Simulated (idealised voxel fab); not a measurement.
Module name: voxel gate over fins (process module)
Section shown: cut. Width: 295 nm. Cell size: 5 nm, square.
Each cross-section below is a grid of square cells, stated as bands in top-down order, with one or more rows of cells making up each band.
Quick guide to a band line: top height, bottom height (nm) up front; then every material left to right with its width in nm. Only one material and it's marked "everywhere"? Then it fills the band edge to edge. And "empty" just means empty space.
All heights in this document are referenced to 0, defined as the level beneath which the wafer, as received, consists entirely of one material. The lowest band is not bounded below; it extends indefinitely downward and is written in the form "z 0 and below".
You'd read "30->40" like this: the band's top row of cells is as wide as the first number, its bottom row is as wide as the second, and going down, every row changes width by the same amount as the row before did.
Where a step carries "no alterations made", the cross-section came out of it unchanged, cell for cell.
"closed voids" lists enclosed empty spaces (at least 8 cells, no open path upward to the top), each as width x height at distance from the left edge, in nm.
The remark found on a step's line after its settings is issued by the simulator itself and pertains to that step.
overlay nm: where the mask lay relative to plan, measured to the right, on steps with a mask; negatives go left.

### Listed below are the process steps as planned
step 1: RECEIVE with material Si
step 2: CONFORMAL_DEP with material SiN, thk nm 5
step 3: PATTERN with tone cover, mask id FINS, material resist, width nm 15, pitch nm 35, thk nm 15, overlay nm 0
step 4: DIRECTIONAL_ETCH with etch materials SiN, depth nm 5
step 5: DIRECTIONAL_ETCH with etch materials Si, depth nm 40
step 6: STRIP with etch materials resist
step 7: FILL_DEP with material SiO2, thk nm 5
step 8: CMP with height nm 5
step 9: SELECTIVE_ETCH with etch materials SiO2, depth nm 20
step 10: STRIP with etch materials SiN
step 11: CONFORMAL_DEP with material HfO2, thk nm 5
step 12: CONFORMAL_DEP with material TiN, thk nm 5
step 13: CONFORMAL_DEP with material TiAl, thk nm 5
step 14: CONFORMAL_DEP with material TiN, thk nm 5
step 15: FILL_DEP with material W, thk nm 15
step 16: CMP with height nm 30
step 17: CONFORMAL_DEP with material SiCN, thk nm 10

### Incoming wafer, cross-sectional view, post step 1
  z 0 and below | Si everywhere
  closed voids: none

### End-of-module cross-section of the first of two wafers, processed as planned
  z 40 to 30 | SiCN everywhere
  z 30 to 20 | W everywhere
  z 20 to 15 | 65 of W; 160 of TiN; 70 of W
  z 15 to 10 | 65 of W; 5 of TiN; 150 of TiAl; 5 of TiN; 70 of W
  z 10 to 5 | 65 of W; 5 of TiN; 5 of TiAl; 140 of TiN; 5 of TiAl; 5 of TiN; 70 of W
  z 5 to 0 | 70 of TiN; 5 of TiAl; 5 of TiN; 25 of HfO2; 10 of TiN; 25 of HfO2; 10 of TiN; 25 of HfO2; 10 of TiN; 25 of HfO2; 5 of TiN; 5 of TiAl; 75 of TiN
  z 0 to -5 | 75 of TiAl; 5 of TiN; 5 of HfO2; 15 of Si; 5 of HfO2; 10 of TiN; 5 of HfO2; 15 of Si; 5 of HfO2; 10 of TiN; 5 of HfO2; 15 of Si; 5 of HfO2; 10 of TiN; 5 of HfO2; 15 of Si; 5 of HfO2; 5 of TiN; 80 of TiAl
  z -5 to -10 | 80 of TiN; 5 of HfO2; 15 of Si; 5 of HfO2; 10 of TiN; 5 of HfO2; 15 of Si; 5 of HfO2; 10 of TiN; 5 of HfO2; 15 of Si; 5 of HfO2; 10 of TiN; 5 of HfO2; 15 of Si; 5 of HfO2; 85 of TiN
  z -10 to -15 | 85 of HfO2; 15 of Si; 20 of HfO2; 15 of Si; 20 of HfO2; 15 of Si; 20 of HfO2; 15 of Si; 90 of HfO2
  z -15 to -40 | 85 of SiO2; 15 of Si; 20 of SiO2; 15 of Si; 20 of SiO2; 15 of Si; 20 of SiO2; 15 of Si; 90 of SiO2
  z -40 and below | Si everywhere
  closed voids: none

### So this is wafer number two of the two, cut at the end of the module - it started where the first did and had the same plan, we just got one thing wrong running it
  z 40 to 30 | SiCN everywhere
  z 30 to 20 | W everywhere
  z 20 to 15 | 65 of W; 160 of TiAl; 70 of W
  z 15 to 5 | 65 of W; 5 of TiAl; 150 of TiN; 5 of TiAl; 70 of W
  z 5 to 0 | 70 of TiAl; 10 of TiN; 25 of HfO2; 10 of TiN; 25 of HfO2; 10 of TiN; 25 of HfO2; 10 of TiN; 25 of HfO2; 10 of TiN; 75 of TiAl
  z 0 to -10 | 80 of TiN; 5 of HfO2; 15 of Si; 5 of HfO2; 10 of TiN; 5 of HfO2; 15 of Si; 5 of HfO2; 10 of TiN; 5 of HfO2; 15 of Si; 5 of HfO2; 10 of TiN; 5 of HfO2; 15 of Si; 5 of HfO2; 85 of TiN
  z -10 to -15 | 85 of HfO2; 15 of Si; 20 of HfO2; 15 of Si; 20 of HfO2; 15 of Si; 20 of HfO2; 15 of Si; 90 of HfO2
  z -15 to -40 | 85 of SiO2; 15 of Si; 20 of SiO2; 15 of Si; 20 of SiO2; 15 of Si; 20 of SiO2; 15 of Si; 90 of SiO2
  z -40 and below | Si everywhere
  closed voids: none
Want to know what went wrong? steps 13 and 14: order swapped relative to plan
Heads up: at the end the two wafers have identical cell counts per material, they're just laid out differently.
